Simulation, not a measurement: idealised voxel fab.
Process module in this document: voxel ribs on slabs
The cross-section on display is named cut; it measures 200 nm wide, and its cells are 5 nm squares.
Cross-section = grid of square cells, listed top down in bands; band = one or more rows.
Quick guide to a band line: top height, bottom height (nm) up front; then every material left to right with its width in nm. Only one material and it's marked "everywhere"? Then it fills the band edge to edge. And "air" just means empty space.
Counting heights begins at 0, where everything beneath is, in the wafer as received, one material. The lowest band has no bottom; it goes on downwards, as "top 0, no bottom" shows.
Quick explanation for "30..40": the width changes in equal steps down the rows of cells, from the first number in the band's top row to the second number in its bottom row.
Step marked "nothing changed"? Then no cell in the cross-section changed in it.
The entry titled "Closed void listing" provides the empty spaces that have no open way to the top, restricted to those of 8 cells or more. Each is presented as width x height at distance, the distance being measured from the left edge, with all three in nm.
Text after the settings on a step's line: the simulator's own remark on that step.
"overlay nm" answers the question of how far to the right of plan the mask lay on a step that has a mask, and when it is negative the answer is to the left.
## This section lists the process steps that were planned
- 1: RECEIVE [material Si]
- 2: DIRECTIONAL_DEP [material SiO2] [thk nm 30]
- 3: DIRECTIONAL_DEP [material SiN] [thk nm 25]
- 4: MASKED_ETCH [tone cover] [mask id RIB] [width nm 20] [etch materials SiN] [depth nm 5] [overlay nm 0]
- 5: PATTERN [tone cover] [mask id SLAB] [material resist] [width nm 80] [thk nm 20] [overlay nm 0]
- 6: DIRECTIONAL_ETCH [etch materials SiN] [depth nm 20]
- 7: STRIP [etch materials resist]
- 8: FILL_DEP [material SiO2] [thk nm 15]
- 9: CMP [height nm 65]
- 10: DIRECTIONAL_DEP [material TiN] [thk nm 10]
- 11: MASKED_ETCH [tone cover] [mask id HEATER] [width nm 30] [etch materials TiN] [depth nm 10] [overlay nm 0]
- 12: CONFORMAL_DEP [material SiN] [thk nm 10]
## Cross-section, incoming material, after step 1
  top 0, no bottom: Si everywhere
  Closed void listing: none
## Cross-section: first of two wafers, module finished, run according to plan
  top 85, bottom 75: 75 air / 50 SiN / 75 air
  top 75, bottom 65: 85 SiN / 30 TiN / 85 SiN
  top 65, bottom 55: SiO2 everywhere
  top 55, bottom 50: 90 SiO2 / 20 SiN / 90 SiO2
  top 50, bottom 30: 60 SiO2 / 80 SiN / 60 SiO2
  top 30, bottom 0: SiO2 everywhere
  top 0, no bottom: Si everywhere
  Closed void listing: none
## Presented here is a cross-section of the second of the two wafers as it stood at the end of the module. It was started in the same manner and assigned the same plan as the first wafer; however, one mistake was made in its execution
  top 85, bottom 75: 75 air / 55 SiN / 70 air
  top 75, bottom 65: 85 SiN / 35 TiN / 80 SiN
  top 65, bottom 55: SiO2 everywhere
  top 55, bottom 50: 90 SiO2 / 20 SiN / 90 SiO2
  top 50, bottom 30: 60 SiO2 / 80 SiN / 60 SiO2
  top 30, bottom 0: SiO2 everywhere
  top 0, no bottom: Si everywhere
  Closed void listing: none
Deviation from plan: for step 11, the planned setting was not used; the step was instead run as MASKED_ETCH [tone cover] [mask id HEATER] [width nm 35] [etch materials TiN] [depth nm 10] [overlay nm 0]
Once processing is complete, comparing cell counts shows that the second wafer has more or fewer of certain materials than the first: +2 TiN
